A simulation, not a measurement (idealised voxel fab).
The process module presented herein is designated voxel capacitor over wiring.
The figure presents cross-section cut, which has a width of 225 nm and is divided into square cells with an edge length of 5 nm.
In what follows, cross-sections appear as grids of square cells, described through bands that run from the top down, where every band is one or more rows of cells. Band: top and bottom heights (nm) first, top before bottom; then materials from left to right, widths in nm. "full width" marks a sole material filling the band edge to edge. "empty" denotes empty space. Beneath 0, the wafer as received is one material, and that level is where height counting begins. The lowest band goes on downward without a bottom; it is written like "0 -> down". The width entry "30..40" should be interpreted row by row: the top row of cells in the band takes the first number, the bottom row takes the second number, and the change between adjacent rows is uniform throughout. Where the words "nothing different" appear for a step, the cross-section shows no cell changed by that step; every cell remained as before. Heads up: "Fully sealed cavities" only lists the empty pockets with no open path to the top that are 8 cells or more, and it writes them as width x height at distance, distance from the left edge, in nm. Post-settings text on a step line: simulator's own remark regarding the step. A step's line can hold "overlay nm"; with a mask on that step, the setting says how far right of the planned place the mask lay, while a negative setting says it lay to the left. So the way this works: pairs, before and after one process step. The after picture only goes down to the lowest band that actually changed, nothing below. Step and its settings are under each pair. And watch out, pairs might come from different runs of this module, same starting wafer though, so a pair only follows on from the one above if its "Before-step section" entry tells you so.
Before-step section:
- 85 -> 80  SiN full width
- 80 -> 70  TiN full width
- 70 -> 50  lowk (65), Ru (15), lowk (145)
- 50 -> 45  SiCN (65), Ru (15), SiCN (145)
- 45 -> 25  SiO2 (50), SiN (5), W (20), SiN (5), SiO2 (65), SiN (5), W (20), SiN (5), SiO2 (50)
- 25 -> 20  SiO2 (45), SiN (10), W (20), SiN (10), SiO2 (55), SiN (10), W (20), SiN (10), SiO2 (45)
- 20 -> 15  SiN (50), TiN (30), SiN (65), TiN (30), SiN (50)
- 15 -> 0  SiO2 full width
- 0 -> down  Si full width
- Fully sealed cavities: none
Post-Step Appearance:
- 95 -> 85  TiN full width
- Rest of section, below 85: as before.
- Fully sealed cavities: none
Between before and after above, the operation and settings are DIRECTIONAL_DEP | material TiN | thk nm 10
Before-step section: look at the pair above, its after cross-section is where this step starts.
Post-Step Appearance:
- 110 -> 95  aC full width
- Rest of section, below 95: as before.
- Fully sealed cavities: none
Between before and after above, the operation and settings are DIRECTIONAL_DEP | material aC | thk nm 15
Before-step section: look at the pair above, its after cross-section is where this step starts.
Post-Step Appearance:
- 145 -> 110  empty (65), resist (70), empty (90)
- Rest of section, below 110: as before.
- Fully sealed cavities: none
Between before and after above, the operation and settings are PATTERN | tone cover | mask id UPPER_PLATE | material resist | width nm 70 | thk nm 35 | overlay nm 0
Before-step section: look at the pair above, its after cross-section is where this step starts.
Post-Step Appearance:
- 130 -> 110  empty (65), resist (70), empty (90)
- 110 -> 95  empty (65), aC (70), empty (90)
- Rest of section, below 95: as before.
- Fully sealed cavities: none
Between before and after above, the operation and settings are DIRECTIONAL_ETCH | etch materials aC | depth nm 15
Before-step section: look at the pair above, its after cross-section is where this step starts.
Post-Step Appearance:
- 110 -> 95  empty (65), aC (70), empty (90)
- Rest of section, below 95: as before.
- Fully sealed cavities: none
Between before and after above, the operation and settings are STRIP | etch materials resist
Before-step section: look at the pair above, its after cross-section is where this step starts.
Post-Step Appearance:
- 110 -> 95  empty (65), aC (70), empty (90)
- 95 -> 85  empty (65), TiN (70), empty (90)
- Rest of section, below 85: as before.
- Fully sealed cavities: none
Between before and after above, the operation and settings are DIRECTIONAL_ETCH | etch materials TiN | depth nm 10
Before-step section: look at the pair above, its after cross-section is where this step starts.
Post-Step Appearance:
- 110 -> 95  empty (65), aC (70), empty (90)
- 95 -> 85  empty (65), TiN (70), empty (90)
- 85 -> 80  empty (65), SiN (70), empty (90)
- Rest of section, below 80: as before.
- Fully sealed cavities: none
Between before and after above, the operation and settings are DIRECTIONAL_ETCH | etch materials SiN | depth nm 5
Before-step section: look at the pair above, its after cross-section is where this step starts.
Post-Step Appearance:
- 95 -> 85  empty (65), TiN (70), empty (90)
- Rest of section, below 85: as before.
- Fully sealed cavities: none
Between before and after above, the operation and settings are STRIP | etch materials aC
Before-step section: look at the pair above, its after cross-section is where this step starts.
Post-Step Appearance:
- 105 -> 95  empty (65), aC (70), empty (90)
- 95 -> 90  empty (65), TiN (70), empty (90)
- 90 -> 85  aC (65), TiN (70), aC (90)
- 85 -> 80  aC (65), SiN (70), aC (90)
- Rest of section, below 80: as before.
- Fully sealed cavities: none
Between before and after above, the operation and settings are DIRECTIONAL_DEP | material aC | thk nm 10
Before-step section: look at the pair above, its after cross-section is where this step starts.
Post-Step Appearance:
- 130 -> 105  empty (60), resist (80), empty (85)
- 105 -> 95  empty (60), resist (5), aC (70), resist (5), empty (85)
- 95 -> 90  empty (60), resist (5), TiN (70), resist (5), empty (85)
- Rest of section, below 90: as before.
- Fully sealed cavities: none
Between before and after above, the operation and settings are PATTERN | tone cover | mask id LOWER_PLATE | material resist | width nm 80 | thk nm 25 | overlay nm 0
Before-step section: look at the pair above, its after cross-section is where this step starts.
Post-Step Appearance:
- 120 -> 105  empty (60), resist (80), empty (85)
- 105 -> 95  empty (60), resist (5), aC (70), resist (5), empty (85)
- 95 -> 90  empty (60), resist (5), TiN (70), resist (5), empty (85)
- 90 -> 85  empty (60), aC (5), TiN (70), aC (5), empty (85)
- 85 -> 80  empty (60), aC (5), SiN (70), aC (5), empty (85)
- Rest of section, below 80: as before.
- Fully sealed cavities: none
Between before and after above, the operation and settings are DIRECTIONAL_ETCH | etch materials aC | depth nm 10
Before-step section: look at the pair above, its after cross-section is where this step starts.
Post-Step Appearance:
- 105 -> 95  empty (65), aC (70), empty (90)
- 95 -> 90  empty (65), TiN (70), empty (90)
- Rest of section, below 90: as before.
- Fully sealed cavities: none
Between before and after above, the operation and settings are STRIP | etch materials resist
Before-step section: look at the pair above, its after cross-section is where this step starts.
Post-Step Appearance:
- 105 -> 95  empty (65), aC (70), empty (90)
- 95 -> 90  empty (65), TiN (70), empty (90)
- 90 -> 85  empty (60), aC (5), TiN (70), aC (5), empty (85)
- 85 -> 80  empty (60), aC (5), SiN (70), aC (5), empty (85)
- 80 -> 70  empty (60), TiN (80), empty (85)
- Rest of section, below 70: as before.
- Fully sealed cavities: none
Between before and after above, the operation and settings are DIRECTIONAL_ETCH | etch materials TiN | depth nm 10
Before-step section: look at the pair above, its after cross-section is where this step starts.
Post-Step Appearance:
- 95 -> 85  empty (65), TiN (70), empty (90)
- 85 -> 80  empty (65), SiN (70), empty (90)
- Rest of section, below 80: as before.
- Fully sealed cavities: none
Between before and after above, the operation and settings are STRIP | etch materials aC
Before-step section: look at the pair above, its after cross-section is where this step starts.
Post-Step Appearance:
- 115 -> 95  SiO2 full width
- 95 -> 85  SiO2 (65), TiN (70), SiO2 (90)
- 85 -> 80  SiO2 (65), SiN (70), SiO2 (90)
- 80 -> 70  SiO2 (60), TiN (80), SiO2 (85)
- Rest of section, below 70: as before.
- Fully sealed cavities: none
Between before and after above, the operation and settings are FILL_DEP | material SiO2 | thk nm 20
Before-step section: look at the pair above, its after cross-section is where this step starts.
Post-Step Appearance:
- 110 -> 95  SiO2 full width
- Rest of section, below 95: as before.
- Fully sealed cavities: none
Between before and after above, the operation and settings are CMP | height nm 110
Before-step section: look at the pair above, its after cross-section is where this step starts.
Post-Step Appearance:
- 125 -> 110  aC full width
- Rest of section, below 110: as before.
- Fully sealed cavities: none
Between before and after above, the operation and settings are DIRECTIONAL_DEP | material aC | thk nm 15
Before-step section: look at the pair above, its after cross-section is where this step starts.
Post-Step Appearance:
- 160 -> 125  resist (75), empty (15), resist (135)
- Rest of section, below 125: as before.
- Fully sealed cavities: none
Between before and after above, the operation and settings are PATTERN | tone open | mask id PLUG_2 | material resist | width nm 15 | thk nm 35 | overlay nm 0
Before-step section: look at the pair above, its after cross-section is where this step starts.
Post-Step Appearance:
- 145 -> 125  resist (75), empty (15), resist (135)
- 125 -> 110  aC (75), empty (15), aC (135)
- Rest of section, below 110: as before.
- Fully sealed cavities: none
Between before and after above, the operation and settings are DIRECTIONAL_ETCH | etch materials aC | depth nm 15
Before-step section: look at the pair above, its after cross-section is where this step starts.
Post-Step Appearance:
- 125 -> 110  aC (75), empty (15), aC (135)
- Rest of section, below 110: as before.
- Fully sealed cavities: none
Between before and after above, the operation and settings are STRIP | etch materials resist
Before-step section: look at the pair above, its after cross-section is where this step starts.
Post-Step Appearance:
- 125 -> 110  aC (75), empty (15), aC (135)
- 110 -> 95  SiO2 (75), empty (15), SiO2 (135)
- Rest of section, below 95: as before.
- Fully sealed cavities: none
Between before and after above, the operation and settings are DIRECTIONAL_ETCH | etch materials SiO2 | depth nm 15
Before-step section: look at the pair above, its after cross-section is where this step starts.
Post-Step Appearance:
- 110 -> 95  SiO2 (75), empty (15), SiO2 (135)
- Rest of section, below 95: as before.
- Fully sealed cavities: none
Between before and after above, the operation and settings are STRIP | etch materials aC
Before-step section: look at the pair above, its after cross-section is where this step starts.
Post-Step Appearance:
- 115 -> 110  TiN (80), empty (5), TiN (140)
- 110 -> 100  SiO2 (75), TiN (5), empty (5), TiN (5), SiO2 (135)
- 100 -> 95  SiO2 (75), TiN (15), SiO2 (135)
- Rest of section, below 95: as before.
- Fully sealed cavities: none
Between before and after above, the operation and settings are CONFORMAL_DEP | material TiN | thk nm 5
Before-step section: look at the pair above, its after cross-section is where this step starts.
Post-Step Appearance:
- 125 -> 115  Ru full width
- 115 -> 110  TiN (80), Ru (5), TiN (140)
- 110 -> 100  SiO2 (75), TiN (5), Ru (5), TiN (5), SiO2 (135)
- Rest of section, below 100: as before.
- Fully sealed cavities: none
Between before and after above, the operation and settings are FILL_DEP | material Ru | thk nm 10
Before-step section: look at the pair above, its after cross-section is where this step starts.
Post-Step Appearance:
- 110 -> 100  SiO2 (75), TiN (5), Ru (5), TiN (5), SiO2 (135)
- Rest of section, below 100: as before.
- Fully sealed cavities: none
Between before and after above, the operation and settings are CMP | height nm 110
Before-step section: look at the pair above, its after cross-section is where this step starts.
Post-Step Appearance:
- 115 -> 110  SiCN full width
- Rest of section, below 110: as before.
- Fully sealed cavities: none
Between before and after above, the operation and settings are CONFORMAL_DEP | material SiCN | thk nm 5
Before-step section:
- 110 -> 95  aC full width
- 95 -> 85  TiN full width
- 85 -> 80  SiN full width
- 80 -> 70  TiN full width
- 70 -> 50  lowk (65), Ru (15), lowk (145)
- 50 -> 45  SiCN (65), Ru (15), SiCN (145)
- 45 -> 20  SiO2 (45), SiN (5), W (30), SiN (5), SiO2 (55), SiN (5), W (30), SiN (5), SiO2 (45)
- 20 -> 15  SiN (50), TiN (30), SiN (65), TiN (30), SiN (50)
- 15 -> 0  SiO2 full width
- 0 -> down  Si full width
- Fully sealed cavities: none
Post-Step Appearance:
- 145 -> 110  empty (60), resist (70), empty (95)
- Rest of section, below 110: as before.
- Fully sealed cavities: none
Between before and after above, the operation and settings are PATTERN | tone cover | mask id UPPER_PLATE | material resist | width nm 70 | thk nm 35 | overlay nm -5
Before-step section: look at the pair above, its after cross-section is where this step starts.
Post-Step Appearance:
- 130 -> 110  empty (60), resist (70), empty (95)
- 110 -> 95  empty (60), aC (70), empty (95)
- Rest of section, below 95: as before.
- Fully sealed cavities: none
Between before and after above, the operation and settings are DIRECTIONAL_ETCH | etch materials aC | depth nm 15
Before-step section: look at the pair above, its after cross-section is where this step starts.
Post-Step Appearance:
- 110 -> 95  empty (60), aC (70), empty (95)
- Rest of section, below 95: as before.
- Fully sealed cavities: none
Between before and after above, the operation and settings are STRIP | etch materials resist
Before-step section: look at the pair above, its after cross-section is where this step starts.
Post-Step Appearance:
- 110 -> 95  empty (60), aC (70), empty (95)
- 95 -> 85  empty (60), TiN (70), empty (95)
- Rest of section, below 85: as before.
- Fully sealed cavities: none
Between before and after above, the operation and settings are DIRECTIONAL_ETCH | etch materials TiN | depth nm 10
Before-step section: look at the pair above, its after cross-section is where this step starts.
Post-Step Appearance:
- 110 -> 95  empty (60), aC (70), empty (95)
- 95 -> 85  empty (60), TiN (70), empty (95)
- 85 -> 80  empty (60), SiN (70), empty (95)
- Rest of section, below 80: as before.
- Fully sealed cavities: none
Between before and after above, the operation and settings are DIRECTIONAL_ETCH | etch materials SiN | depth nm 5
Before-step section: look at the pair above, its after cross-section is where this step starts.
Post-Step Appearance:
- 95 -> 85  empty (60), TiN (70), empty (95)
- Rest of section, below 85: as before.
- Fully sealed cavities: none
Between before and after above, the operation and settings are STRIP | etch materials aC
Before-step section: look at the pair above, its after cross-section is where this step starts.
Post-Step Appearance:
- 105 -> 95  empty (60), aC (70), empty (95)
- 95 -> 90  empty (60), TiN (70), empty (95)
- 90 -> 85  aC (60), TiN (70), aC (95)
- 85 -> 80  aC (60), SiN (70), aC (95)
- Rest of section, below 80: as before.
- Fully sealed cavities: none
Between before and after above, the operation and settings are DIRECTIONAL_DEP | material aC | thk nm 10
Before-step section: look at the pair above, its after cross-section is where this step starts.
Post-Step Appearance:
- 130 -> 105  empty (60), resist (80), empty (85)
- 105 -> 95  empty (60), aC (70), resist (10), empty (85)
- 95 -> 90  empty (60), TiN (70), resist (10), empty (85)
- Rest of section, below 90: as before.
- Fully sealed cavities: none
Between before and after above, the operation and settings are PATTERN | tone cover | mask id LOWER_PLATE | material resist | width nm 80 | thk nm 25 | overlay nm 0
Before-step section: look at the pair above, its after cross-section is where this step starts.
Post-Step Appearance:
- 120 -> 105  empty (60), resist (80), empty (85)
- 105 -> 95  empty (60), aC (70), resist (10), empty (85)
- 95 -> 90  empty (60), TiN (70), resist (10), empty (85)
- 90 -> 85  empty (60), TiN (70), aC (10), empty (85)
- 85 -> 80  empty (60), SiN (70), aC (10), empty (85)
- Rest of section, below 80: as before.
- Fully sealed cavities: none
Between before and after above, the operation and settings are DIRECTIONAL_ETCH | etch materials aC | depth nm 10
Before-step section: look at the pair above, its after cross-section is where this step starts.
Post-Step Appearance:
- 105 -> 95  empty (60), aC (70), empty (95)
- 95 -> 90  empty (60), TiN (70), empty (95)
- Rest of section, below 90: as before.
- Fully sealed cavities: none
Between before and after above, the operation and settings are STRIP | etch materials resist
Before-step section: look at the pair above, its after cross-section is where this step starts.
Post-Step Appearance:
- 105 -> 95  empty (60), aC (70), empty (95)
- 95 -> 90  empty (60), TiN (70), empty (95)
- 90 -> 85  empty (60), TiN (70), aC (10), empty (85)
- 85 -> 80  empty (60), SiN (70), aC (10), empty (85)
- 80 -> 70  empty (60), TiN (80), empty (85)
- Rest of section, below 70: as before.
- Fully sealed cavities: none
Between before and after above, the operation and settings are DIRECTIONAL_ETCH | etch materials TiN | depth nm 10
Before-step section: look at the pair above, its after cross-section is where this step starts.
Post-Step Appearance:
- 95 -> 85  empty (60), TiN (70), empty (95)
- 85 -> 80  empty (60), SiN (70), empty (95)
- Rest of section, below 80: as before.
- Fully sealed cavities: none
Between before and after above, the operation and settings are STRIP | etch materials aC
Before-step section: look at the pair above, its after cross-section is where this step starts.
Post-Step Appearance:
- 115 -> 95  SiO2 full width
- 95 -> 85  SiO2 (60), TiN (70), SiO2 (95)
- 85 -> 80  SiO2 (60), SiN (70), SiO2 (95)
- 80 -> 70  SiO2 (60), TiN (80), SiO2 (85)
- Rest of section, below 70: as before.
- Fully sealed cavities: none
Between before and after above, the operation and settings are FILL_DEP | material SiO2 | thk nm 20
Before-step section: look at the pair above, its after cross-section is where this step starts.
Post-Step Appearance:
- 110 -> 95  SiO2 full width
- Rest of section, below 95: as before.
- Fully sealed cavities: none
Between before and after above, the operation and settings are CMP | height nm 110
Before-step section: look at the pair above, its after cross-section is where this step starts.
Post-Step Appearance:
- 125 -> 110  aC full width
- Rest of section, below 110: as before.
- Fully sealed cavities: none
Between before and after above, the operation and settings are DIRECTIONAL_DEP | material aC | thk nm 15
Before-step section: look at the pair above, its after cross-section is where this step starts.
Post-Step Appearance:
- 160 -> 125  resist (75), empty (15), resist (135)
- Rest of section, below 125: as before.
- Fully sealed cavities: none
Between before and after above, the operation and settings are PATTERN | tone open | mask id PLUG_2 | material resist | width nm 15 | thk nm 35 | overlay nm 0
Before-step section: look at the pair above, its after cross-section is where this step starts.
Post-Step Appearance:
- 145 -> 125  resist (75), empty (15), resist (135)
- 125 -> 110  aC (75), empty (15), aC (135)
- Rest of section, below 110: as before.
- Fully sealed cavities: none
Between before and after above, the operation and settings are DIRECTIONAL_ETCH | etch materials aC | depth nm 15
Before-step section: look at the pair above, its after cross-section is where this step starts.
Post-Step Appearance:
- 125 -> 110  aC (75), empty (15), aC (135)
- Rest of section, below 110: as before.
- Fully sealed cavities: none
Between before and after above, the operation and settings are STRIP | etch materials resist
Before-step section: look at the pair above, its after cross-section is where this step starts.
Post-Step Appearance:
- 125 -> 110  aC (75), empty (15), aC (135)
- 110 -> 95  SiO2 (75), empty (15), SiO2 (135)
- Rest of section, below 95: as before.
- Fully sealed cavities: none
Between before and after above, the operation and settings are DIRECTIONAL_ETCH | etch materials SiO2 | depth nm 15
Before-step section: look at the pair above, its after cross-section is where this step starts.
Post-Step Appearance:
- 110 -> 95  SiO2 (75), empty (15), SiO2 (135)
- Rest of section, below 95: as before.
- Fully sealed cavities: none
Between before and after above, the operation and settings are STRIP | etch materials aC
Before-step section: look at the pair above, its after cross-section is where this step starts.
Post-Step Appearance:
- 115 -> 110  TiN (80), empty (5), TiN (140)
- 110 -> 100  SiO2 (75), TiN (5), empty (5), TiN (5), SiO2 (135)
- 100 -> 95  SiO2 (75), TiN (15), SiO2 (135)
- Rest of section, below 95: as before.
- Fully sealed cavities: none
Between before and after above, the operation and settings are CONFORMAL_DEP | material TiN | thk nm 5
Before-step section: look at the pair above, its after cross-section is where this step starts.
Post-Step Appearance:
- 125 -> 115  Ru full width
- 115 -> 110  TiN (80), Ru (5), TiN (140)
- 110 -> 100  SiO2 (75), TiN (5), Ru (5), TiN (5), SiO2 (135)
- Rest of section, below 100: as before.
- Fully sealed cavities: none
Between before and after above, the operation and settings are FILL_DEP | material Ru | thk nm 10
Before-step section: look at the pair above, its after cross-section is where this step starts.
Post-Step Appearance:
- 110 -> 100  SiO2 (75), TiN (5), Ru (5), TiN (5), SiO2 (135)
- Rest of section, below 100: as before.
- Fully sealed cavities: none
Between before and after above, the operation and settings are CMP | height nm 110
Before-step section: look at the pair above, its after cross-section is where this step starts.
Post-Step Appearance:
- 115 -> 110  SiCN full width
- Rest of section, below 110: as before.
- Fully sealed cavities: none
Between before and after above, the operation and settings are CONFORMAL_DEP | material SiCN | thk nm 5
Before-step section:
- 50 -> 45  empty (45), SiN (40), empty (55), SiN (40), empty (45)
- 45 -> 20  empty (45), SiN (5), W (30), SiN (5), empty (55), SiN (5), W (30), SiN (5), empty (45)
- 20 -> 15  SiN (50), TiN (30), SiN (65), TiN (30), SiN (50)
- 15 -> 0  SiO2 full width
- 0 -> down  Si full width
- Fully sealed cavities: none
Post-Step Appearance:
- 60 -> 45  SiN full width
- 45 -> 20  SiN (50), W (30), SiN (65), W (30), SiN (50)
- Rest of section, below 20: as before.
- Fully sealed cavities: none
Between before and after above, the operation and settings are FILL_DEP | material SiN | thk nm 10
Before-step section: look at the pair above, its after cross-section is where this step starts.
Post-Step Appearance:
- 45 -> 20  SiN (50), W (30), SiN (65), W (30), SiN (50)
- Rest of section, below 20: as before.
- Fully sealed cavities: none
Between before and after above, the operation and settings are CMP | height nm 45
Before-step section: look at the pair above, its after cross-section is where this step starts.
Post-Step Appearance:
- 50 -> 45  SiCN full width
- Rest of section, below 45: as before.
- Fully sealed cavities: none
Between before and after above, the operation and settings are CONFORMAL_DEP | material SiCN | thk nm 5
Before-step section: look at the pair above, its after cross-section is where this step starts.
Post-Step Appearance:
- 70 -> 50  lowk full width
- Rest of section, below 50: as before.
- Fully sealed cavities: none
Between before and after above, the operation and settings are DIRECTIONAL_DEP | material lowk | thk nm 20
Before-step section: look at the pair above, its after cross-section is where this step starts.
Post-Step Appearance:
- 85 -> 70  aC full width
- Rest of section, below 70: as before.
- Fully sealed cavities: none
Between before and after above, the operation and settings are DIRECTIONAL_DEP | material aC | thk nm 15
Before-step section: look at the pair above, its after cross-section is where this step starts.
Post-Step Appearance:
- 115 -> 85  resist (65), empty (15), resist (145)
- Rest of section, below 85: as before.
- Fully sealed cavities: none
Between before and after above, the operation and settings are PATTERN | tone open | mask id PLUG_1 | material resist | width nm 15 | thk nm 30 | overlay nm 0
Before-step section: look at the pair above, its after cross-section is where this step starts.
Post-Step Appearance:
- 100 -> 85  resist (65), empty (15), resist (145)
- 85 -> 70  aC (65), empty (15), aC (145)
- Rest of section, below 70: as before.
- Fully sealed cavities: none
Between before and after above, the operation and settings are DIRECTIONAL_ETCH | etch materials aC | depth nm 15
Before-step section: look at the pair above, its after cross-section is where this step starts.
Post-Step Appearance:
- 85 -> 70  aC (65), empty (15), aC (145)
- Rest of section, below 70: as before.
- Fully sealed cavities: none
Between before and after above, the operation and settings are STRIP | etch materials resist
Before-step section: look at the pair above, its after cross-section is where this step starts.
Post-Step Appearance:
- 85 -> 70  aC (65), empty (15), aC (145)
- 70 -> 50  lowk (65), empty (15), lowk (145)
- Rest of section, below 50: as before.
- Fully sealed cavities: none
Between before and after above, the operation and settings are DIRECTIONAL_ETCH | etch materials lowk | depth nm 20
Before-step section: look at the pair above, its after cross-section is where this step starts.
Post-Step Appearance:
- 85 -> 70  aC (65), empty (15), aC (145)
- 70 -> 50  lowk (65), empty (15), lowk (145)
- 50 -> 45  SiCN (65), empty (15), SiCN (145)
- Rest of section, below 45: as before.
- Fully sealed cavities: none
Between before and after above, the operation and settings are DIRECTIONAL_ETCH | etch materials SiCN | depth nm 5
Before-step section: look at the pair above, its after cross-section is where this step starts.
Post-Step Appearance:
- 70 -> 50  lowk (65), empty (15), lowk (145)
- Rest of section, below 50: as before.
- Fully sealed cavities: none
Between before and after above, the operation and settings are STRIP | etch materials aC
Before-step section: look at the pair above, its after cross-section is where this step starts.
Post-Step Appearance:
- 70 -> 55  lowk (65), empty (15), lowk (145)
- 55 -> 50  lowk (65), Ru (15), lowk (145)
- 50 -> 45  SiCN (65), Ru (15), SiCN (145)
- Rest of section, below 45: as before.
- Fully sealed cavities: none
Between before and after above, the operation and settings are EPI | material Ru | thk nm 10
Before-step section: look at the pair above, its after cross-section is where this step starts.
Post-Step Appearance:
- 70 -> 65  lowk (65), empty (15), lowk (145)
- 65 -> 50  lowk (65), Ru (15), lowk (145)
- Rest of section, below 50: as before.
- Fully sealed cavities: none
Between before and after above, the operation and settings are EPI | material Ru | thk nm 10
Before-step section: look at the pair above, its after cross-section is where this step starts.
Post-Step Appearance:
- 70 -> 50  lowk (65), Ru (15), lowk (145)
- Rest of section, below 50: as before.
- Fully sealed cavities: none
Between before and after above, the operation and settings are EPI | material Ru | thk nm 5
Before-step section: look at the pair above, its after cross-section is where this step starts.
Post-Step Appearance:
- 80 -> 70  TiN full width
- Rest of section, below 70: as before.
- Fully sealed cavities: none
Between before and after above, the operation and settings are DIRECTIONAL_DEP | material TiN | thk nm 10
Before-step section: look at the pair above, its after cross-section is where this step starts.
Post-Step Appearance:
- 85 -> 80  SiN full width
- Rest of section, below 80: as before.
- Fully sealed cavities: none
Between before and after above, the operation and settings are DIRECTIONAL_DEP | material SiN | thk nm 5
Before-step section: look at the pair above, its after cross-section is where this step starts.
Post-Step Appearance:
- 95 -> 85  TiN full width
- Rest of section, below 85: as before.
- Fully sealed cavities: none
Between before and after above, the operation and settings are DIRECTIONAL_DEP | material TiN | thk nm 10
Before-step section: look at the pair above, its after cross-section is where this step starts.
Post-Step Appearance:
- 110 -> 95  aC full width
- Rest of section, below 95: as before.
- Fully sealed cavities: none
Between before and after above, the operation and settings are DIRECTIONAL_DEP | material aC | thk nm 15
Before-step section: look at the pair above, its after cross-section is where this step starts.
Post-Step Appearance:
- 145 -> 110  empty (65), resist (70), empty (90)
- Rest of section, below 110: as before.
- Fully sealed cavities: none
Between before and after above, the operation and settings are PATTERN | tone cover | mask id UPPER_PLATE | material resist | width nm 70 | thk nm 35 | overlay nm 0
Before-step section: look at the pair above, its after cross-section is where this step starts.
Post-Step Appearance:
- 130 -> 110  empty (65), resist (70), empty (90)
- 110 -> 95  empty (65), aC (70), empty (90)
- Rest of section, below 95: as before.
- Fully sealed cavities: none
Between before and after above, the operation and settings are DIRECTIONAL_ETCH | etch materials aC | depth nm 15
Before-step section: look at the pair above, its after cross-section is where this step starts.
Post-Step Appearance:
- 110 -> 95  empty (65), aC (70), empty (90)
- Rest of section, below 95: as before.
- Fully sealed cavities: none
Between before and after above, the operation and settings are STRIP | etch materials resist
Before-step section: look at the pair above, its after cross-section is where this step starts.
Post-Step Appearance:
- 110 -> 95  empty (65), aC (70), empty (90)
- 95 -> 85  empty (65), TiN (70), empty (90)
- Rest of section, below 85: as before.
- Fully sealed cavities: none
Between before and after above, the operation and settings are DIRECTIONAL_ETCH | etch materials TiN | depth nm 10
Before-step section: look at the pair above, its after cross-section is where this step starts.
Post-Step Appearance:
- 110 -> 95  empty (65), aC (70), empty (90)
- 95 -> 85  empty (65), TiN (70), empty (90)
- 85 -> 80  empty (65), SiN (70), empty (90)
- Rest of section, below 80: as before.
- Fully sealed cavities: none
Between before and after above, the operation and settings are DIRECTIONAL_ETCH | etch materials SiN | depth nm 5
Before-step section: look at the pair above, its after cross-section is where this step starts.
Post-Step Appearance:
- 95 -> 85  empty (65), TiN (70), empty (90)
- Rest of section, below 85: as before.
- Fully sealed cavities: none
Between before and after above, the operation and settings are STRIP | etch materials aC
Before-step section: look at the pair above, its after cross-section is where this step starts.
Post-Step Appearance:
- 105 -> 95  empty (65), aC (70), empty (90)
- 95 -> 90  empty (65), TiN (70), empty (90)
- 90 -> 85  aC (65), TiN (70), aC (90)
- 85 -> 80  aC (65), SiN (70), aC (90)
- Rest of section, below 80: as before.
- Fully sealed cavities: none
Between before and after above, the operation and settings are DIRECTIONAL_DEP | material aC | thk nm 10
Before-step section: look at the pair above, its after cross-section is where this step starts.
Post-Step Appearance:
- 130 -> 105  empty (60), resist (80), empty (85)
- 105 -> 95  empty (60), resist (5), aC (70), resist (5), empty (85)
- 95 -> 90  empty (60), resist (5), TiN (70), resist (5), empty (85)
- Rest of section, below 90: as before.
- Fully sealed cavities: none
Between before and after above, the operation and settings are PATTERN | tone cover | mask id LOWER_PLATE | material resist | width nm 80 | thk nm 25 | overlay nm 0
Before-step section: look at the pair above, its after cross-section is where this step starts.
Post-Step Appearance:
- 120 -> 105  empty (60), resist (80), empty (85)
- 105 -> 95  empty (60), resist (5), aC (70), resist (5), empty (85)
- 95 -> 90  empty (60), resist (5), TiN (70), resist (5), empty (85)
- 90 -> 85  empty (60), aC (5), TiN (70), aC (5), empty (85)
- 85 -> 80  empty (60), aC (5), SiN (70), aC (5), empty (85)
- Rest of section, below 80: as before.
- Fully sealed cavities: none
Between before and after above, the operation and settings are DIRECTIONAL_ETCH | etch materials aC | depth nm 10
Before-step section: look at the pair above, its after cross-section is where this step starts.
Post-Step Appearance:
- 105 -> 95  empty (65), aC (70), empty (90)
- 95 -> 90  empty (65), TiN (70), empty (90)
- Rest of section, below 90: as before.
- Fully sealed cavities: none
Between before and after above, the operation and settings are STRIP | etch materials resist
Before-step section: look at the pair above, its after cross-section is where this step starts.
Post-Step Appearance:
- 105 -> 95  empty (65), aC (70), empty (90)
- 95 -> 90  empty (65), TiN (70), empty (90)
- 90 -> 85  empty (60), aC (5), TiN (70), aC (5), empty (85)
- 85 -> 80  empty (60), aC (5), SiN (70), aC (5), empty (85)
- 80 -> 70  empty (60), TiN (80), empty (85)
- Rest of section, below 70: as before.
- Fully sealed cavities: none
Between before and after above, the operation and settings are DIRECTIONAL_ETCH | etch materials TiN | depth nm 10
Before-step section: look at the pair above, its after cross-section is where this step starts.
Post-Step Appearance:
- 95 -> 85  empty (65), TiN (70), empty (90)
- 85 -> 80  empty (65), SiN (70), empty (90)
- Rest of section, below 80: as before.
- Fully sealed cavities: none
Between before and after above, the operation and settings are STRIP | etch materials aC
Before-step section: look at the pair above, its after cross-section is where this step starts.
Post-Step Appearance:
- 115 -> 95  SiO2 full width
- 95 -> 85  SiO2 (65), TiN (70), SiO2 (90)
- 85 -> 80  SiO2 (65), SiN (70), SiO2 (90)
- 80 -> 70  SiO2 (60), TiN (80), SiO2 (85)
- Rest of section, below 70: as before.
- Fully sealed cavities: none
Between before and after above, the operation and settings are FILL_DEP | material SiO2 | thk nm 20
Before-step section: look at the pair above, its after cross-section is where this step starts.
Post-Step Appearance:
- 110 -> 95  SiO2 full width
- Rest of section, below 95: as before.
- Fully sealed cavities: none
Between before and after above, the operation and settings are CMP | height nm 110
Before-step section: look at the pair above, its after cross-section is where this step starts.
Post-Step Appearance:
- 125 -> 110  aC full width
- Rest of section, below 110: as before.
- Fully sealed cavities: none
Between before and after above, the operation and settings are DIRECTIONAL_DEP | material aC | thk nm 15
Before-step section: look at the pair above, its after cross-section is where this step starts.
Post-Step Appearance:
- 160 -> 125  resist (75), empty (15), resist (135)
- Rest of section, below 125: as before.
- Fully sealed cavities: none
Between before and after above, the operation and settings are PATTERN | tone open | mask id PLUG_2 | material resist | width nm 15 | thk nm 35 | overlay nm 0
Before-step section: look at the pair above, its after cross-section is where this step starts.
Post-Step Appearance:
- 145 -> 125  resist (75), empty (15), resist (135)
- 125 -> 110  aC (75), empty (15), aC (135)
- Rest of section, below 110: as before.
- Fully sealed cavities: none
Between before and after above, the operation and settings are DIRECTIONAL_ETCH | etch materials aC | depth nm 15
Before-step section: look at the pair above, its after cross-section is where this step starts.
Post-Step Appearance:
- 125 -> 110  aC (75), empty (15), aC (135)
- Rest of section, below 110: as before.
- Fully sealed cavities: none
Between before and after above, the operation and settings are STRIP | etch materials resist
Before-step section: look at the pair above, its after cross-section is where this step starts.
Post-Step Appearance:
- 125 -> 110  aC (75), empty (15), aC (135)
- 110 -> 95  SiO2 (75), empty (15), SiO2 (135)
- Rest of section, below 95: as before.
- Fully sealed cavities: none
Between before and after above, the operation and settings are DIRECTIONAL_ETCH | etch materials SiO2 | depth nm 15
Before-step section: look at the pair above, its after cross-section is where this step starts.
Post-Step Appearance:
- 110 -> 95  SiO2 (75), empty (15), SiO2 (135)
- Rest of section, below 95: as before.
- Fully sealed cavities: none
Between before and after above, the operation and settings are STRIP | etch materials aC
